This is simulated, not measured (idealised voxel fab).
The process module presented herein is designated voxel transistor to metal.
cross-section cut | 270 nm wide | cells 5 nm
A cross-section is a grid of square cells, given in bands from the top down. A band is one or more rows of cells. For a band, the entry starts with two heights in nm, that of the top and then that of the bottom, and carries on with the band's materials in order from left to right, each alongside its width in nm; the word "full width" beside a single material means it fills the band edge to edge, and "empty" means empty space. The reference from which all heights are counted is 0, the level beneath which the as-received wafer is entirely one material; the lowest band, having no lower bound, proceeds downward and is written after the example "0 and below". The notation "30 to 40" denotes a width that varies across the rows of cells in the band, beginning at the first number in the top row, finishing at the second number in the bottom row, and changing by an identical amount from each row to the next. Where the words "nothing changed" appear for a step, the cross-section shows no cell changed by that step; every cell remained as before. For the entry "Closed void register", the listed items are empty spaces with no open way to the top whose size is 8 cells or more; each item follows the pattern width x height at distance, where distance is from the left edge and all three are in nm. Note: text after step settings on the step line = simulator remark on that step. For masked steps, "overlay nm" on the step line gives how far right of plan the mask actually lay; a minus sign means it lay to the left.

## The following list gives the planned process steps
| 1 | RECEIVE,material Si |
| 2 | CONFORMAL_DEP,material SiO2,thk nm 5 |
| 3 | CONFORMAL_DEP,material SiN,thk nm 15 |
| 4 | DIRECTIONAL_DEP,material aC,thk nm 10 |
| 5 | PATTERN,tone cover,mask id ACTIVE,material resist,width nm 105,pitch nm 125,thk nm 30,overlay nm 0 |
| 6 | DIRECTIONAL_ETCH,etch materials aC,depth nm 10 |
| 7 | STRIP,etch materials resist |
| 8 | DIRECTIONAL_ETCH,etch materials SiN,depth nm 15 |
| 9 | DIRECTIONAL_ETCH,etch materials SiO2,depth nm 5 |
| 10 | DIRECTIONAL_ETCH,etch materials Si,depth nm 20 |
| 11 | STRIP,etch materials aC |
| 12 | FILL_DEP,material SiO2,thk nm 10 |
| 13 | CMP,height nm 20 |
| 14 | SELECTIVE_ETCH,etch materials SiO2,depth nm 5 |
| 15 | STRIP,etch materials SiN |
| 16 | SELECTIVE_ETCH,etch materials SiO2,depth nm 5 |
| 17 | OXIDIZE,depth nm 5 |
| 18 | DIRECTIONAL_DEP,material polySi,thk nm 25 |
| 19 | DIRECTIONAL_DEP,material SiCN,thk nm 15 |
| 20 | MASKED_ETCH,tone cover,mask id GATE,width nm 25,pitch nm 125,etch materials SiCN,depth nm 25,overlay nm 0 |
| 21 | MASKED_ETCH,tone cover,mask id GATE,width nm 25,pitch nm 125,etch materials polySi,depth nm 35,overlay nm 0 |
| 22 | CONFORMAL_DEP,material SiN,thk nm 5 |
| 23 | DIRECTIONAL_ETCH,etch materials SiN,depth nm 5 |
| 24 | DIRECTIONAL_ETCH,etch materials SiO2,depth nm 5 |
| 25 | DIRECTIONAL_ETCH,etch materials Si,depth nm 10 |
| 26 | EPI,material nSi,thk nm 10 |
| 27 | FILL_DEP,material SiO2,thk nm 5 |
| 28 | CMP,height nm 25 |
| 29 | STRIP,etch materials polySi |
| 30 | SELECTIVE_ETCH,etch materials SiO2,depth nm 5 |
| 31 | CONFORMAL_DEP,material HfO2,thk nm 5 |
| 32 | CONFORMAL_DEP,material TiN,thk nm 5 |
| 33 | FILL_DEP,material W,thk nm 5 |
| 34 | CMP,height nm 20 |
| 35 | DIRECTIONAL_DEP,material SiO2,thk nm 10 |
| 36 | PATTERN,tone open,mask id CONTACT,material resist,width nm 15,thk nm 20,overlay nm 0 |
| 37 | DIRECTIONAL_ETCH,etch materials SiO2,depth nm 35 |
| 38 | STRIP,etch materials resist |
| 39 | CONFORMAL_DEP,material TiN,thk nm 5 |
| 40 | FILL_DEP,material Ru,thk nm 10 |
| 41 | CMP,height nm 30 |
| 42 | DIRECTIONAL_DEP,material TiN,thk nm 5 |
| 43 | DIRECTIONAL_DEP,material Ru,thk nm 15 |
| 44 | MASKED_ETCH,tone cover,mask id METAL_1,width nm 15,etch materials Ru,depth nm 15,overlay nm 0 |
| 45 | MASKED_ETCH,tone cover,mask id METAL_1,width nm 15,etch materials TiN,depth nm 5,overlay nm 0 |
| 46 | CONFORMAL_DEP,material SiCN,thk nm 5 |
| 47 | FILL_DEP,material lowk,thk nm 5 |
| 48 | CMP,height nm 50 |
| 49 | CONFORMAL_DEP,material SiCN,thk nm 5 |

## Cross-section of the wafer upon arrival, representing the state reached after step 1
- 0 and below = Si full width
- Closed void register: none

## Sectioned view, first of two wafers, at the close of the module, processed as intended in the plan
- 55 down to 50 = SiCN full width
- 50 down to 35 = 25 of lowk, then 5 of SiCN, then 15 of Ru, then 5 of SiCN, then 45 of lowk, then 5 of SiCN, then 15 of Ru, then 5 of SiCN, then 30 of lowk, then 5 of SiCN, then 15 of Ru, then 5 of SiCN, then 45 of lowk, then 5 of SiCN, then 15 of Ru, then 5 of SiCN, then 25 of lowk
- 35 down to 30 = 30 of SiCN, then 15 of TiN, then 55 of SiCN, then 15 of TiN, then 40 of SiCN, then 15 of TiN, then 55 of SiCN, then 15 of TiN, then 30 of SiCN
- 30 down to 20 = 30 of SiO2, then 5 of TiN, then 5 of Ru, then 5 of TiN, then 55 of SiO2, then 5 of TiN, then 5 of Ru, then 5 of TiN, then 40 of SiO2, then 5 of TiN, then 5 of Ru, then 5 of TiN, then 55 of SiO2, then 5 of TiN, then 5 of Ru, then 5 of TiN, then 30 of SiO2
- 20 down to 10 = 30 of SiO2, then 5 of TiN, then 5 of Ru, then 5 of TiN, then 10 of SiO2, then 5 of SiN, then 5 of HfO2, then 5 of TiN, then 5 of W, then 5 of TiN, then 5 of HfO2, then 5 of SiN, then 10 of SiO2, then 5 of TiN, then 5 of Ru, then 5 of TiN, then 40 of SiO2, then 5 of TiN, then 5 of Ru, then 5 of TiN, then 10 of SiO2, then 5 of SiN, then 5 of HfO2, then 5 of TiN, then 5 of W, then 5 of TiN, then 5 of HfO2, then 5 of SiN, then 10 of SiO2, then 5 of TiN, then 5 of Ru, then 5 of TiN, then 30 of SiO2
- 10 down to 5 = 15 of SiO2, then 5 of SiN, then 10 of SiO2, then 5 of TiN, then 5 of Ru, then 5 of TiN, then 10 of SiO2, then 5 of SiN, then 5 of HfO2, then 5 of TiN, then 5 of W, then 5 of TiN, then 5 of HfO2, then 5 of SiN, then 10 of SiO2, then 5 of TiN, then 5 of Ru, then 5 of TiN, then 10 of SiO2, then 5 of SiN, then 10 of SiO2, then 5 of SiN, then 10 of SiO2, then 5 of TiN, then 5 of Ru, then 5 of TiN, then 10 of SiO2, then 5 of SiN, then 5 of HfO2, then 5 of TiN, then 5 of W, then 5 of TiN, then 5 of HfO2, then 5 of SiN, then 10 of SiO2, then 5 of TiN, then 5 of Ru, then 5 of TiN, then 10 of SiO2, then 5 of SiN, then 15 of SiO2
- 5 down to 0 = 15 of SiO2, then 5 of SiN, then 10 of SiO2, then 5 of TiN, then 5 of Ru, then 5 of TiN, then 10 of nSi, then 5 of SiN, then 5 of HfO2, then 15 of TiN, then 5 of HfO2, then 5 of SiN, then 10 of nSi, then 5 of TiN, then 5 of Ru, then 5 of TiN, then 10 of SiO2, then 5 of SiN, then 10 of SiO2, then 5 of SiN, then 10 of SiO2, then 5 of TiN, then 5 of Ru, then 5 of TiN, then 10 of nSi, then 5 of SiN, then 5 of HfO2, then 15 of TiN, then 5 of HfO2, then 5 of SiN, then 10 of nSi, then 5 of TiN, then 5 of Ru, then 5 of TiN, then 10 of SiO2, then 5 of SiN, then 15 of SiO2
- 0 down to -5 = 30 of SiO2, then 15 of TiN, then 10 of nSi, then 35 of HfO2, then 10 of nSi, then 15 of TiN, then 40 of SiO2, then 15 of TiN, then 10 of nSi, then 35 of HfO2, then 10 of nSi, then 15 of TiN, then 30 of SiO2
- -5 down to -15 = 20 of SiO2, then 35 of nSi, then 35 of Si, then 35 of nSi, then 20 of SiO2, then 35 of nSi, then 35 of Si, then 35 of nSi, then 20 of SiO2
- -15 down to -20 = 20 of SiO2, then 105 of Si, then 20 of SiO2, then 105 of Si, then 20 of SiO2
- -20 and below = Si full width
- Closed void register: none

## Second of two wafers, module complete, sectioned: it shares the first wafer's start and plan but was run with one mistake
- 55 down to 50 = SiCN full width
- 50 down to 35 = 25 of lowk, then 5 of SiCN, then 15 of Ru, then 5 of SiCN, then 45 of lowk, then 5 of SiCN, then 15 of Ru, then 5 of SiCN, then 30 of lowk, then 5 of SiCN, then 15 of Ru, then 5 of SiCN, then 45 of lowk, then 5 of SiCN, then 15 of Ru, then 5 of SiCN, then 25 of lowk
- 35 down to 30 = 30 of SiCN, then 15 of TiN, then 55 of SiCN, then 15 of TiN, then 40 of SiCN, then 15 of TiN, then 55 of SiCN, then 15 of TiN, then 30 of SiCN
- 30 down to 20 = 30 of SiO2, then 5 of TiN, then 5 of Ru, then 5 of TiN, then 55 of SiO2, then 5 of TiN, then 5 of Ru, then 5 of TiN, then 40 of SiO2, then 5 of TiN, then 5 of Ru, then 5 of TiN, then 55 of SiO2, then 5 of TiN, then 5 of Ru, then 5 of TiN, then 30 of SiO2
- 20 down to 10 = 30 of SiO2, then 5 of TiN, then 5 of Ru, then 5 of TiN, then 10 of SiO2, then 5 of SiN, then 5 of TiN, then 5 of HfO2, then 5 of W, then 5 of HfO2, then 5 of TiN, then 5 of SiN, then 10 of SiO2, then 5 of TiN, then 5 of Ru, then 5 of TiN, then 40 of SiO2, then 5 of TiN, then 5 of Ru, then 5 of TiN, then 10 of SiO2, then 5 of SiN, then 5 of TiN, then 5 of HfO2, then 5 of W, then 5 of HfO2, then 5 of TiN, then 5 of SiN, then 10 of SiO2, then 5 of TiN, then 5 of Ru, then 5 of TiN, then 30 of SiO2
- 10 down to 5 = 15 of SiO2, then 5 of SiN, then 10 of SiO2, then 5 of TiN, then 5 of Ru, then 5 of TiN, then 10 of SiO2, then 5 of SiN, then 5 of TiN, then 5 of HfO2, then 5 of W, then 5 of HfO2, then 5 of TiN, then 5 of SiN, then 10 of SiO2, then 5 of TiN, then 5 of Ru, then 5 of TiN, then 10 of SiO2, then 5 of SiN, then 10 of SiO2, then 5 of SiN, then 10 of SiO2, then 5 of TiN, then 5 of Ru, then 5 of TiN, then 10 of SiO2, then 5 of SiN, then 5 of TiN, then 5 of HfO2, then 5 of W, then 5 of HfO2, then 5 of TiN, then 5 of SiN, then 10 of SiO2, then 5 of TiN, then 5 of Ru, then 5 of TiN, then 10 of SiO2, then 5 of SiN, then 15 of SiO2
- 5 down to 0 = 15 of SiO2, then 5 of SiN, then 10 of SiO2, then 5 of TiN, then 5 of Ru, then 5 of TiN, then 10 of nSi, then 5 of SiN, then 5 of TiN, then 15 of HfO2, then 5 of TiN, then 5 of SiN, then 10 of nSi, then 5 of TiN, then 5 of Ru, then 5 of TiN, then 10 of SiO2, then 5 of SiN, then 10 of SiO2, then 5 of SiN, then 10 of SiO2, then 5 of TiN, then 5 of Ru, then 5 of TiN, then 10 of nSi, then 5 of SiN, then 5 of TiN, then 15 of HfO2, then 5 of TiN, then 5 of SiN, then 10 of nSi, then 5 of TiN, then 5 of Ru, then 5 of TiN, then 10 of SiO2, then 5 of SiN, then 15 of SiO2
- 0 down to -5 = 30 of SiO2, then 15 of TiN, then 10 of nSi, then 35 of TiN, then 10 of nSi, then 15 of TiN, then 40 of SiO2, then 15 of TiN, then 10 of nSi, then 35 of TiN, then 10 of nSi, then 15 of TiN, then 30 of SiO2
- -5 down to -15 = 20 of SiO2, then 35 of nSi, then 35 of Si, then 35 of nSi, then 20 of SiO2, then 35 of nSi, then 35 of Si, then 35 of nSi, then 20 of SiO2
- -15 down to -20 = 20 of SiO2, then 105 of Si, then 20 of SiO2, then 105 of Si, then 20 of SiO2
- -20 and below = Si full width
- Closed void register: none
It is concluded that the wafer was processed incorrectly with respect to the plan, in that the run placed steps 31 and 32 each in the position the plan gave to the other
FYI, end of process, the second wafer has more or fewer cells of some materials than the first: HfO2: 12 fewer; TiN: 12 more
